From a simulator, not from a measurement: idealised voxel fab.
The following process module bears the name voxel ribs on slabs.
Cross-section cut: width 145 nm, square cells of 5 nm.
Cross-section, as written here: a square-cell grid given band by band from the top down, where a band holds one or more rows of cells. Per band: top height and bottom height in nm, followed by the left-to-right materials and their widths in nm; "everywhere" marks a single material spanning edge to edge, "empty" marks empty space. Height reference: 0 = level under which incoming wafer is all one material. Lowest band: no bottom, runs on downward, e.g. "z 0 and below". Per-row width for "30 to 40": begins at first number (top row of band), ends at second number (bottom row), increment between rows held constant. Where the words "all unchanged" appear for a step, the cross-section shows no cell changed by that step; every cell remained as before. Closed empty spaces (no open way to the top) of 8 cells or more are what "Sealed void inventory" lists, each as width x height at distance from the left edge, nm for all three. What comes after the settings on a step's line is commentary from the simulator itself on that step. "overlay nm" on a masked step: distance the mask lay right of its planned place, negative for left. Each pair of cross-sections that follows straddles one process step: the one shows the state before the step, the other the state after it, down to the lowest band that changed and no further. The step in question, and its settings, are given under the pair. Note that a pair is not necessarily a continuation of the pair above it, since pairs can come from different runs of this module on the same starting wafer; it is a continuation only where its entry headed "Geometry before processing" says so.
-- Geometry before processing
  z 65 to 50 | 25 of empty  90 of resist  30 of empty
  z 50 to 35 | 55 of polySi  30 of resist  60 of polySi
  z 35 to 30 | polySi everywhere
  z 30 to 0 | SiO2 everywhere
  z 0 and below | Si everywhere
  Sealed void inventory: none
-- Post-Step Cross-Section
  z 65 to 50 | 25 of empty  90 of resist  30 of empty
  z 50 to 45 | 25 of empty  30 of polySi  30 of resist  30 of polySi  30 of empty
  Note: structure below 45 unchanged.
  Sealed void inventory: none
Step, pre vs post cross-sections above: DIRECTIONAL_ETCH: etch materials polySi, depth nm 5
Geometry before processing: carried over from the after image of the pair right above.
-- Post-Step Cross-Section
  z 50 to 45 | 25 of empty  30 of polySi  30 of empty  30 of polySi  30 of empty
  z 45 to 35 | 55 of polySi  30 of empty  60 of polySi
  Note: structure below 35 unchanged.
  Sealed void inventory: none
Step, pre vs post cross-sections above: STRIP: etch materials resist
Geometry before processing: carried over from the after image of the pair right above.
-- Post-Step Cross-Section
  z 75 to 50 | SiO2 everywhere
  z 50 to 45 | 25 of SiO2  30 of polySi  30 of SiO2  30 of polySi  30 of SiO2
  z 45 to 35 | 55 of polySi  30 of SiO2  60 of polySi
  Note: structure below 35 unchanged.
  Sealed void inventory: none
Step, pre vs post cross-sections above: FILL_DEP: material SiO2, thk nm 25
Geometry before processing: carried over from the after image of the pair right above.
-- Post-Step Cross-Section
  z 70 to 50 | SiO2 everywhere
  Note: structure below 50 unchanged.
  Sealed void inventory: none
Step, pre vs post cross-sections above: CMP: height nm 70
Geometry before processing: carried over from the after image of the pair right above.
-- Post-Step Cross-Section
  z 75 to 70 | TiN everywhere
  Note: structure below 70 unchanged.
  Sealed void inventory: none
Step, pre vs post cross-sections above: DIRECTIONAL_DEP: material TiN, thk nm 5
Geometry before processing: carried over from the after image of the pair right above.
-- Post-Step Cross-Section
  z 90 to 75 | 50 of empty  40 of resist  55 of empty
  Note: structure below 75 unchanged.
  Sealed void inventory: none
Step, pre vs post cross-sections above: PATTERN: tone cover, mask id HEATER, material resist, width nm 40, thk nm 15, overlay nm 0
Geometry before processing: carried over from the after image of the pair right above.
-- Post-Step Cross-Section
  z 90 to 75 | 50 of empty  40 of resist  55 of empty
  z 75 to 70 | 50 of empty  40 of TiN  55 of empty
  Note: structure below 70 unchanged.
  Sealed void inventory: none
Step, pre vs post cross-sections above: DIRECTIONAL_ETCH: etch materials TiN, depth nm 5
Geometry before processing: carried over from the after image of the pair right above.
-- Post-Step Cross-Section
  z 75 to 70 | 50 of empty  40 of TiN  55 of empty
  Note: structure below 70 unchanged.
  Sealed void inventory: none
Step, pre vs post cross-sections above: STRIP: etch materials resist
Geometry before processing: carried over from the after image of the pair right above.
-- Post-Step Cross-Section
  z 85 to 80 | 40 of empty  60 of SiO2  45 of empty
  z 80 to 75 | SiO2 everywhere
  z 75 to 70 | 50 of SiO2  40 of TiN  55 of SiO2
  Note: structure below 70 unchanged.
  Sealed void inventory: none
Step, pre vs post cross-sections above: CONFORMAL_DEP: material SiO2, thk nm 10
